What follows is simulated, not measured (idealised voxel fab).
process module | voxel self aligned contacts
cross-section cut | 205 nm wide | cells 5 nm
A cross-section is a grid of square cells, given in bands from the top down. A band is one or more rows of cells.
Each band's line starts with the height of the band's top and of its bottom, in nm. Then come its materials from left to right, each with its width in nm. One material with "throughout" fills the band from edge to edge. "air" is empty space.
Height 0 is the level under which the wafer as received is all one material. The lowest band goes on downwards, as in "0 down".
A width such as "30 to 40" changes by the same amount from each row of cells to the next, from the band's top row to its bottom row.
"no change" after a step means that no cell of the cross-section changed.
closed voids: empty space of 8 cells or more with no open way to the top, each as width x height at its distance from the left edge, in nm
after a step's settings: what the simulator itself notes on the step
overlay nm, on a step with a mask: how far to the right of its planned place the mask lay; to the left if negative
plan
1 op RECEIVE | material Si
2 op CONFORMAL_DEP | material SiO2 | thk nm 5
3 op DIRECTIONAL_DEP | material polySi | thk nm 25
4 op DIRECTIONAL_DEP | material SiN | thk nm 20
5 op MASKED_ETCH | tone cover | mask id GATE | width nm 25 | pitch nm 60 | etch materials SiN | depth nm 20 | overlay nm 0
6 op MASKED_ETCH | tone cover | mask id GATE | width nm 25 | pitch nm 60 | etch materials polySi | depth nm 25 | overlay nm 0
7 op CONFORMAL_DEP | material SiN | thk nm 10
8 op DIRECTIONAL_ETCH | etch materials SiN | depth nm 10
9 op FILL_DEP | material SiO2 | thk nm 10
10 op CMP | height nm 55
11 op DIRECTIONAL_DEP | material aC | thk nm 10
12 op PATTERN | tone open | mask id CONTACT | material resist | width nm 45 | pitch nm 60 | thk nm 30 | overlay nm 0
13 op DIRECTIONAL_ETCH | etch materials aC | depth nm 10
14 op STRIP | etch materials resist
15 op DIRECTIONAL_ETCH | etch materials SiO2 | depth nm 55
16 op STRIP | etch materials aC
17 op CONFORMAL_DEP | material TiN | thk nm 5
18 op FILL_DEP | material Ru | thk nm 5
19 op CMP | height nm 55
20 op CONFORMAL_DEP | material SiN | thk nm 5
as received, after step 1
  0 down: Si throughout
  closed voids: none
first wafer at the end, as planned
  60 to 55: SiN throughout
  55 to 50: SiO2 50 | TiN 20 | Ru 5 | TiN 20 | SiO2 15 | TiN 20 | Ru 5 | TiN 20 | SiO2 50
  50 to 30: SiO2 20 | SiN 45 | TiN 5 | Ru 5 | TiN 5 | SiN 45 | TiN 5 | Ru 5 | TiN 5 | SiN 45 | SiO2 20
  30 to 5: SiO2 20 | SiN 10 | polySi 25 | SiN 10 | TiN 5 | Ru 5 | TiN 5 | SiN 10 | polySi 25 | SiN 10 | TiN 5 | Ru 5 | TiN 5 | SiN 10 | polySi 25 | SiN 10 | SiO2 20
  5 to 0: SiO2 65 | TiN 15 | SiO2 45 | TiN 15 | SiO2 65
  0 down: Si throughout
  closed voids: none
second wafer at the end: like start, like plan, one mistake
  60 to 55: SiN throughout
  55 to 50: SiO2 50 | TiN 20 | aC 5 | TiN 20 | SiO2 15 | TiN 20 | aC 5 | TiN 20 | SiO2 50
  50 to 30: SiO2 20 | SiN 45 | TiN 5 | aC 5 | TiN 5 | SiN 45 | TiN 5 | aC 5 | TiN 5 | SiN 45 | SiO2 20
  30 to 5: SiO2 20 | SiN 10 | polySi 25 | SiN 10 | TiN 5 | aC 5 | TiN 5 | SiN 10 | polySi 25 | SiN 10 | TiN 5 | aC 5 | TiN 5 | SiN 10 | polySi 25 | SiN 10 | SiO2 20
  5 to 0: SiO2 65 | TiN 15 | SiO2 45 | TiN 15 | SiO2 65
  0 down: Si throughout
  closed voids: none
what went wrong: step 18 ran as: op FILL_DEP | material aC | thk nm 5
at the end the second wafer has, in cells: 20 fewer of Ru | 20 more of aC
